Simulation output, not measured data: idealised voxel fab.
Title: Process Module voxel spacer lines
Cross-sectional view cut (width: 200 nm; square cell size: 5 nm).
A cross-section is written here as square cells arranged in a grid, and it is given in bands from the top down, each band taking up one or more rows of cells. Look at the band entry: it leads with the top's height and the bottom's height in nm. Then it lists the materials left to right, with a width in nm for each. The word "throughout" on a single material says that material fills the band edge to edge. The word "air" is empty space. Heights from 0 (as-received wafer is one material below). Bottom band endless downward, as "z 0 and below". With a width like "30..40", each row of cells in the band differs from the next by the same amount, the top row carrying the first number and the bottom row the second. "no change occurred" for a step: no cell of the cross-section changed in that step. This entry, "Closed cavity list", enumerates those empty regions of no fewer than 8 cells that possess no open connection to the top. Each region is reported in the form width x height at distance, the distance being taken from the left edge, with all three quantities expressed in nm. On a step's line, text after the settings is the simulator commenting on that step. The optional step-line setting "overlay nm" applies to steps with a mask and quantifies how far to the right of its planned location the mask lay, a negative value indicating leftward placement.

Process steps - plan:
1) RECEIVE: material Si
2) CONFORMAL_DEP: material Al2O3, thk nm 5
3) DIRECTIONAL_DEP: material W, thk nm 15
4) DIRECTIONAL_DEP: material polySi, thk nm 25
5) PATTERN: tone cover, mask id MANDREL, material resist, width nm 20, pitch nm 70, thk nm 35, overlay nm 0
6) DIRECTIONAL_ETCH: etch materials polySi, depth nm 25
7) STRIP: etch materials resist
8) CONFORMAL_DEP: material SiN, thk nm 15
9) DIRECTIONAL_ETCH: etch materials SiN, depth nm 15
10) STRIP: etch materials polySi
11) DIRECTIONAL_ETCH: etch materials W, depth nm 5
12) STRIP: etch materials SiN
13) FILL_DEP: material lowk, thk nm 5
14) CMP: height nm 20
Heads up: all these wafers start the same, and what changes between them is the depth nm in step 11. The value you see in the plan is just what the first wafer got.

The first of several wafers in cross-section, exactly as it reached us after step 1:
    z 0 and below  Si throughout
    Closed cavity list: none

first wafer at the end, after step 14:
    z 20 to 15  40 of lowk / 15 of W / 20 of lowk / 15 of W / 20 of lowk / 15 of W / 20 of lowk / 15 of W / 40 of lowk
    z 15 to 5  W throughout
    z 5 to 0  Al2O3 throughout
    z 0 and below  Si throughout
    Closed cavity list: none

Of the several wafers, the last: cross-section at the end of the module:
    z 20 to 5  40 of lowk / 15 of W / 20 of lowk / 15 of W / 20 of lowk / 15 of W / 20 of lowk / 15 of W / 40 of lowk
    z 5 to 0  Al2O3 throughout
    z 0 and below  Si throughout
    Closed cavity list: none

Below is a per-wafer table. In it, each row describes the wafer at the end of the module by giving, for each material, the number of cells gained (+) or lost (-) since the wafer was received, and after that the closed voids of the wafer:
depth nm 5 | +40 Al2O3 | +92 W | +28 lowk | Closed cavity list: none
depth nm 10 | +40 Al2O3 | +64 W | +56 lowk | Closed cavity list: none
depth nm 15 | +40 Al2O3 | +36 W | +84 lowk | Closed cavity list: none
depth nm 20 | +40 Al2O3 | +36 W | +84 lowk | Closed cavity list: none
depth nm 25 | +40 Al2O3 | +36 W | +84 lowk | Closed cavity list: none
depth nm 30 | +40 Al2O3 | +36 W | +84 lowk | Closed cavity list: none
